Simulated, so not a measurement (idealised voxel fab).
Title: Process Module voxel wiring stack
Cross-section cut spans 260 nm and uses square cells 5 nm in size.
Throughout this document, each cross-section is represented as a grid of square cells and is presented as a sequence of bands enumerated from the top downward, where a band comprises one or more rows of cells.
Quick guide to a band line: top height, bottom height (nm) up front; then every material left to right with its width in nm. Only one material and it's marked "edge to edge"? Then it fills the band edge to edge. And "empty" just means empty space.
Beneath 0, the wafer as received is one material, and that level is where height counting begins. The lowest band goes on downward without a bottom; it is written like "0 -> down".
The expression "30..40" gives the width at the extremes of the band, the first number at its top row of cells and the second at its bottom row, with the width changing by equal amounts from each row to the next in between.
You'll sometimes find "left unchanged" written for a step, and that's the way of saying that nowhere in the cross-section did a cell change during that step.
The entry titled "Sealed voids" provides the empty spaces that have no open way to the top, restricted to those of 8 cells or more. Each is presented as width x height at distance, the distance being measured from the left edge, with all three in nm.
Anything after a step's settings on that line? It's the simulator's own note about the step.
overlay nm: where the mask lay relative to plan, measured to the right, on steps with a mask; negatives go left.
[Planned process steps]
- 1: op RECEIVE | material Si
- 2: op CONFORMAL_DEP | material SiO2 | thk nm 10
- 3: op CONFORMAL_DEP | material SiCN | thk nm 5
- 4: op DIRECTIONAL_DEP | material SiO2 | thk nm 20
- 5: op PATTERN | tone open | mask id METAL_1 | material resist | width nm 25 | pitch nm 40 | thk nm 15 | overlay nm 0
- 6: op DIRECTIONAL_ETCH | etch materials SiO2 | depth nm 20
- 7: op DIRECTIONAL_ETCH | etch materials SiCN | depth nm 5
- 8: op STRIP | etch materials resist
- 9: op CONFORMAL_DEP | material TiN | thk nm 5
- 10: op FILL_DEP | material W | thk nm 10
- 11: op CMP | height nm 35
- 12: op CONFORMAL_DEP | material SiCN | thk nm 5
- 13: op DIRECTIONAL_DEP | material SiO2 | thk nm 25
- 14: op PATTERN | tone open | mask id METAL_2 | material resist | width nm 25 | pitch nm 40 | thk nm 20 | overlay nm 0
- 15: op DIRECTIONAL_ETCH | etch materials SiO2 | depth nm 15
- 16: op STRIP | etch materials resist
- 17: op PATTERN | tone open | mask id METAL_2_HOLES | material resist | width nm 15 | pitch nm 80 | thk nm 20 | overlay nm 0
- 18: op DIRECTIONAL_ETCH | etch materials SiO2 | depth nm 10
- 19: op DIRECTIONAL_ETCH | etch materials SiCN | depth nm 5
- 20: op STRIP | etch materials resist
- 21: op CONFORMAL_DEP | material TiN | thk nm 5
- 22: op FILL_DEP | material Cu | thk nm 10
- 23: op CMP | height nm 65
- 24: op CONFORMAL_DEP | material SiN | thk nm 5
[First of two wafers - as planned]
[Incoming wafer, cross-sectional view, post step 1]
  0 -> down = Si edge to edge
  Sealed voids: none
[Sectional view: wafer, after step 2]
  10 -> 0 = SiO2 edge to edge
  Below a height of 0, the structure has not been altered.
[Sectional view: wafer, after step 3]
  15 -> 10 = SiCN edge to edge
  Below a height of 10, the structure has not been altered.
[Sectional view: wafer, after step 4]
  35 -> 15 = SiO2 edge to edge
  Below a height of 15, the structure has not been altered.
[Sectional view: wafer, after step 5]
  50 -> 35 = 55 resist; 25 empty; 15 resist; 25 empty; 15 resist; 25 empty; 15 resist; 25 empty; 60 resist
  Below a height of 35, the structure has not been altered.
[Sectional view: wafer, after step 6]
  50 -> 35 = 55 resist; 25 empty; 15 resist; 25 empty; 15 resist; 25 empty; 15 resist; 25 empty; 60 resist
  35 -> 15 = 55 SiO2; 25 empty; 15 SiO2; 25 empty; 15 SiO2; 25 empty; 15 SiO2; 25 empty; 60 SiO2
  Below a height of 15, the structure has not been altered.
[Sectional view: wafer, after step 7]
  50 -> 35 = 55 resist; 25 empty; 15 resist; 25 empty; 15 resist; 25 empty; 15 resist; 25 empty; 60 resist
  35 -> 15 = 55 SiO2; 25 empty; 15 SiO2; 25 empty; 15 SiO2; 25 empty; 15 SiO2; 25 empty; 60 SiO2
  15 -> 10 = 55 SiCN; 25 empty; 15 SiCN; 25 empty; 15 SiCN; 25 empty; 15 SiCN; 25 empty; 60 SiCN
  Below a height of 10, the structure has not been altered.
[Sectional view: wafer, after step 8]
  35 -> 15 = 55 SiO2; 25 empty; 15 SiO2; 25 empty; 15 SiO2; 25 empty; 15 SiO2; 25 empty; 60 SiO2
  Below a height of 15, the structure has not been altered.
[Sectional view: wafer, after step 9]
  40 -> 35 = 60 TiN; 15 empty; 25 TiN; 15 empty; 25 TiN; 15 empty; 25 TiN; 15 empty; 65 TiN
  35 -> 15 = 55 SiO2; 5 TiN; 15 empty; 5 TiN; 15 SiO2; 5 TiN; 15 empty; 5 TiN; 15 SiO2; 5 TiN; 15 empty; 5 TiN; 15 SiO2; 5 TiN; 15 empty; 5 TiN; 60 SiO2
  15 -> 10 = 55 SiCN; 25 TiN; 15 SiCN; 25 TiN; 15 SiCN; 25 TiN; 15 SiCN; 25 TiN; 60 SiCN
  Below a height of 10, the structure has not been altered.
[Sectional view: wafer, after step 10]
  50 -> 40 = W edge to edge
  40 -> 35 = 60 TiN; 15 W; 25 TiN; 15 W; 25 TiN; 15 W; 25 TiN; 15 W; 65 TiN
  35 -> 15 = 55 SiO2; 5 TiN; 15 W; 5 TiN; 15 SiO2; 5 TiN; 15 W; 5 TiN; 15 SiO2; 5 TiN; 15 W; 5 TiN; 15 SiO2; 5 TiN; 15 W; 5 TiN; 60 SiO2
  Below a height of 15, the structure has not been altered.
[Sectional view: wafer, after step 11]
  35 -> 15 = 55 SiO2; 5 TiN; 15 W; 5 TiN; 15 SiO2; 5 TiN; 15 W; 5 TiN; 15 SiO2; 5 TiN; 15 W; 5 TiN; 15 SiO2; 5 TiN; 15 W; 5 TiN; 60 SiO2
  Below a height of 15, the structure has not been altered.
[Sectional view: wafer, after step 12]
  40 -> 35 = SiCN edge to edge
  Below a height of 35, the structure has not been altered.
[Sectional view: wafer, after step 13]
  65 -> 40 = SiO2 edge to edge
  Below a height of 40, the structure has not been altered.
[Sectional view: wafer, after step 14]
  85 -> 65 = 55 resist; 25 empty; 15 resist; 25 empty; 15 resist; 25 empty; 15 resist; 25 empty; 60 resist
  Below a height of 65, the structure has not been altered.
[Sectional view: wafer, after step 15]
  85 -> 65 = 55 resist; 25 empty; 15 resist; 25 empty; 15 resist; 25 empty; 15 resist; 25 empty; 60 resist
  65 -> 50 = 55 SiO2; 25 empty; 15 SiO2; 25 empty; 15 SiO2; 25 empty; 15 SiO2; 25 empty; 60 SiO2
  Below a height of 50, the structure has not been altered.
[Sectional view: wafer, after step 16]
  65 -> 50 = 55 SiO2; 25 empty; 15 SiO2; 25 empty; 15 SiO2; 25 empty; 15 SiO2; 25 empty; 60 SiO2
  Below a height of 50, the structure has not been altered.
[Sectional view: wafer, after step 17]
  85 -> 65 = 55 resist; 15 empty; 65 resist; 15 empty; 110 resist
  65 -> 50 = 55 SiO2; 15 empty; 10 resist; 15 SiO2; 25 resist; 15 SiO2; 15 empty; 10 resist; 15 SiO2; 25 resist; 60 SiO2
  Below a height of 50, the structure has not been altered.
[Sectional view: wafer, after step 18]
  85 -> 65 = 55 resist; 15 empty; 65 resist; 15 empty; 110 resist
  65 -> 50 = 55 SiO2; 15 empty; 10 resist; 15 SiO2; 25 resist; 15 SiO2; 15 empty; 10 resist; 15 SiO2; 25 resist; 60 SiO2
  50 -> 40 = 55 SiO2; 15 empty; 65 SiO2; 15 empty; 110 SiO2
  Below a height of 40, the structure has not been altered.
[Sectional view: wafer, after step 19]
  85 -> 65 = 55 resist; 15 empty; 65 resist; 15 empty; 110 resist
  65 -> 50 = 55 SiO2; 15 empty; 10 resist; 15 SiO2; 25 resist; 15 SiO2; 15 empty; 10 resist; 15 SiO2; 25 resist; 60 SiO2
  50 -> 40 = 55 SiO2; 15 empty; 65 SiO2; 15 empty; 110 SiO2
  40 -> 35 = 55 SiCN; 15 empty; 65 SiCN; 15 empty; 110 SiCN
  Below a height of 35, the structure has not been altered.
[Sectional view: wafer, after step 20]
  65 -> 50 = 55 SiO2; 25 empty; 15 SiO2; 25 empty; 15 SiO2; 25 empty; 15 SiO2; 25 empty; 60 SiO2
  Below a height of 50, the structure has not been altered.
[Sectional view: wafer, after step 21]
  70 -> 65 = 60 TiN; 15 empty; 25 TiN; 15 empty; 25 TiN; 15 empty; 25 TiN; 15 empty; 65 TiN
  65 -> 55 = 55 SiO2; 5 TiN; 15 empty; 5 TiN; 15 SiO2; 5 TiN; 15 empty; 5 TiN; 15 SiO2; 5 TiN; 15 empty; 5 TiN; 15 SiO2; 5 TiN; 15 empty; 5 TiN; 60 SiO2
  55 -> 50 = 55 SiO2; 5 TiN; 5 empty; 15 TiN; 15 SiO2; 25 TiN; 15 SiO2; 5 TiN; 5 empty; 15 TiN; 15 SiO2; 25 TiN; 60 SiO2
  50 -> 40 = 55 SiO2; 5 TiN; 5 empty; 5 TiN; 65 SiO2; 5 TiN; 5 empty; 5 TiN; 110 SiO2
  40 -> 35 = 55 SiCN; 15 TiN; 65 SiCN; 15 TiN; 110 SiCN
  Below a height of 35, the structure has not been altered.
[Sectional view: wafer, after step 22]
  80 -> 70 = Cu edge to edge
  70 -> 65 = 60 TiN; 15 Cu; 25 TiN; 15 Cu; 25 TiN; 15 Cu; 25 TiN; 15 Cu; 65 TiN
  65 -> 55 = 55 SiO2; 5 TiN; 15 Cu; 5 TiN; 15 SiO2; 5 TiN; 15 Cu; 5 TiN; 15 SiO2; 5 TiN; 15 Cu; 5 TiN; 15 SiO2; 5 TiN; 15 Cu; 5 TiN; 60 SiO2
  55 -> 50 = 55 SiO2; 5 TiN; 5 Cu; 15 TiN; 15 SiO2; 25 TiN; 15 SiO2; 5 TiN; 5 Cu; 15 TiN; 15 SiO2; 25 TiN; 60 SiO2
  50 -> 40 = 55 SiO2; 5 TiN; 5 Cu; 5 TiN; 65 SiO2; 5 TiN; 5 Cu; 5 TiN; 110 SiO2
  Below a height of 40, the structure has not been altered.
[Sectional view: wafer, after step 23]
  65 -> 55 = 55 SiO2; 5 TiN; 15 Cu; 5 TiN; 15 SiO2; 5 TiN; 15 Cu; 5 TiN; 15 SiO2; 5 TiN; 15 Cu; 5 TiN; 15 SiO2; 5 TiN; 15 Cu; 5 TiN; 60 SiO2
  Below a height of 55, the structure has not been altered.
[Sectional view: wafer, after step 24]
  70 -> 65 = SiN edge to edge
  Below a height of 65, the structure has not been altered.
[second wafer: like start, like plan, one mistake. Through step 13 it matches the first wafer]
[Second wafer, cut view, end of step 14 per plan]
  85 -> 65 = 60 resist; 15 empty; 25 resist; 15 empty; 25 resist; 15 empty; 25 resist; 15 empty; 65 resist
  Below a height of 65, the structure has not been altered.
[Second wafer, cut view, end of step 15 per plan]
  85 -> 65 = 60 resist; 15 empty; 25 resist; 15 empty; 25 resist; 15 empty; 25 resist; 15 empty; 65 resist
  65 -> 50 = 60 SiO2; 15 empty; 25 SiO2; 15 empty; 25 SiO2; 15 empty; 25 SiO2; 15 empty; 65 SiO2
  Below a height of 50, the structure has not been altered.
[Second wafer, cut view, end of step 16 per plan]
  65 -> 50 = 60 SiO2; 15 empty; 25 SiO2; 15 empty; 25 SiO2; 15 empty; 25 SiO2; 15 empty; 65 SiO2
  Below a height of 50, the structure has not been altered.
[Second wafer, cut view, end of step 17 per plan]
  85 -> 65 = 55 resist; 15 empty; 65 resist; 15 empty; 110 resist
  65 -> 50 = 60 SiO2; 10 empty; 5 resist; 25 SiO2; 15 resist; 25 SiO2; 10 empty; 5 resist; 25 SiO2; 15 resist; 65 SiO2
  Below a height of 50, the structure has not been altered.
[Second wafer, cut view, end of step 18 per plan]
  85 -> 65 = 55 resist; 15 empty; 65 resist; 15 empty; 110 resist
  65 -> 55 = 55 SiO2; 15 empty; 5 resist; 25 SiO2; 15 resist; 20 SiO2; 15 empty; 5 resist; 25 SiO2; 15 resist; 65 SiO2
  55 -> 50 = 60 SiO2; 10 empty; 5 resist; 25 SiO2; 15 resist; 25 SiO2; 10 empty; 5 resist; 25 SiO2; 15 resist; 65 SiO2
  50 -> 40 = 60 SiO2; 10 empty; 70 SiO2; 10 empty; 110 SiO2
  Below a height of 40, the structure has not been altered.
[Second wafer, cut view, end of step 19 per plan]
  85 -> 65 = 55 resist; 15 empty; 65 resist; 15 empty; 110 resist
  65 -> 55 = 55 SiO2; 15 empty; 5 resist; 25 SiO2; 15 resist; 20 SiO2; 15 empty; 5 resist; 25 SiO2; 15 resist; 65 SiO2
  55 -> 50 = 60 SiO2; 10 empty; 5 resist; 25 SiO2; 15 resist; 25 SiO2; 10 empty; 5 resist; 25 SiO2; 15 resist; 65 SiO2
  50 -> 40 = 60 SiO2; 10 empty; 70 SiO2; 10 empty; 110 SiO2
  40 -> 35 = 60 SiCN; 10 empty; 70 SiCN; 10 empty; 110 SiCN
  Below a height of 35, the structure has not been altered.
[Second wafer, cut view, end of step 20 per plan]
  65 -> 55 = 55 SiO2; 20 empty; 25 SiO2; 15 empty; 20 SiO2; 20 empty; 25 SiO2; 15 empty; 65 SiO2
  55 -> 50 = 60 SiO2; 15 empty; 25 SiO2; 15 empty; 25 SiO2; 15 empty; 25 SiO2; 15 empty; 65 SiO2
  Below a height of 50, the structure has not been altered.
[Second wafer, cut view, end of step 21 per plan]
  70 -> 65 = 60 TiN; 10 empty; 35 TiN; 5 empty; 30 TiN; 10 empty; 35 TiN; 5 empty; 70 TiN
  65 -> 55 = 55 SiO2; 5..10 TiN; 10..5 empty; 5 TiN; 25 SiO2; 5 TiN; 5 empty; 5 TiN; 20 SiO2; 5..10 TiN; 10..5 empty; 5 TiN; 25 SiO2; 5 TiN; 5 empty; 5 TiN; 65 SiO2
  55 -> 50 = 60 SiO2; 15 TiN; 25 SiO2; 15 TiN; 25 SiO2; 15 TiN; 25 SiO2; 15 TiN; 65 SiO2
  50 -> 40 = 60 SiO2; 10 TiN; 70 SiO2; 10 TiN; 110 SiO2
  40 -> 35 = 60 SiCN; 10 TiN; 70 SiCN; 10 TiN; 110 SiCN
  Below a height of 35, the structure has not been altered.
[Second wafer, cut view, end of step 22 per plan]
  80 -> 70 = Cu edge to edge
  70 -> 65 = 60 TiN; 10 Cu; 35 TiN; 5 Cu; 30 TiN; 10 Cu; 35 TiN; 5 Cu; 70 TiN
  65 -> 55 = 55 SiO2; 5..10 TiN; 10..5 Cu; 5 TiN; 25 SiO2; 5 TiN; 5 Cu; 5 TiN; 20 SiO2; 5..10 TiN; 10..5 Cu; 5 TiN; 25 SiO2; 5 TiN; 5 Cu; 5 TiN; 65 SiO2
  Below a height of 55, the structure has not been altered.
[Second wafer, cut view, end of step 23 per plan]
  65 -> 55 = 55 SiO2; 5..10 TiN; 10..5 Cu; 5 TiN; 25 SiO2; 5 TiN; 5 Cu; 5 TiN; 20 SiO2; 5..10 TiN; 10..5 Cu; 5 TiN; 25 SiO2; 5 TiN; 5 Cu; 5 TiN; 65 SiO2
  Below a height of 55, the structure has not been altered.
[Second wafer, cut view, end of step 24 per plan]
  70 -> 65 = SiN edge to edge
  Below a height of 65, the structure has not been altered.
Want to know what went wrong? step 14, actual vs plan mismatch, actual run op PATTERN | tone open | mask id METAL_2 | material resist | width nm 15 | pitch nm 40 | thk nm 20 | overlay nm 0
The closing comparison, in cells, has the second wafer with more or fewer of some materials than the first: 20 fewer of Cu; 2 more of SiCN; 24 more of SiO2; 6 fewer of TiN
